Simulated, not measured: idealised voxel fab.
process module | voxel ribs on slabs
cross-section cut | 240 nm wide | cells 5 nm
A cross-section is a grid of square cells, given in bands from the top down. A band is one or more rows of cells.
Each band's line starts with the height of the band's top and of its bottom, in nm. Then come its materials from left to right, each with its width in nm. One material with "throughout" fills the band from edge to edge. "air" is empty space.
Height 0 is the level under which the wafer as received is all one material. The lowest band goes on downwards, as in "0 down".
A width such as "30 to 40" changes by the same amount from each row of cells to the next, from the band's top row to its bottom row.
"no change" after a step means that no cell of the cross-section changed.
closed voids: empty space of 8 cells or more with no open way to the top, each as width x height at its distance from the left edge, in nm
after a step's settings: what the simulator itself notes on the step
overlay nm, on a step with a mask: how far to the right of its planned place the mask lay; to the left if negative
plan
1 op RECEIVE | material Si
2 op DIRECTIONAL_DEP | material SiO2 | thk nm 30
3 op DIRECTIONAL_DEP | material SiN | thk nm 25
4 op DIRECTIONAL_DEP | material aC | thk nm 10
5 op PATTERN | tone cover | mask id RIB | material resist | width nm 25 | thk nm 25 | overlay nm 0
6 op DIRECTIONAL_ETCH | etch materials aC | depth nm 10
7 op STRIP | etch materials resist
8 op DIRECTIONAL_ETCH | etch materials SiN | depth nm 10
9 op STRIP | etch materials aC
10 op PATTERN | tone cover | mask id SLAB | material resist | width nm 85 | thk nm 20 | overlay nm 0
11 op DIRECTIONAL_ETCH | etch materials SiN | depth nm 15
12 op STRIP | etch materials resist
13 op FILL_DEP | material SiO2 | thk nm 30
14 op CMP | height nm 75
15 op DIRECTIONAL_DEP | material W | thk nm 10
16 op DIRECTIONAL_DEP | material aC | thk nm 15
17 op PATTERN | tone cover | mask id HEATER | material resist | width nm 35 | thk nm 35 | overlay nm 0
18 op DIRECTIONAL_ETCH | etch materials aC | depth nm 15
19 op STRIP | etch materials resist
20 op DIRECTIONAL_ETCH | etch materials W | depth nm 10
21 op STRIP | etch materials aC
22 op CONFORMAL_DEP | material SiN | thk nm 10
as received, after step 1
  0 down: Si throughout
  closed voids: none
a wafer at the end: this start, this plan, one mistake
  85 to 75: air 100 | W 35 | air 105
  75 to 55: SiO2 throughout
  55 to 45: SiO2 105 | SiN 25 | SiO2 110
  45 to 30: SiO2 75 | SiN 85 | SiO2 80
  30 to 0: SiO2 throughout
  0 down: Si throughout
  closed voids: none
what went wrong: step 22 was left out
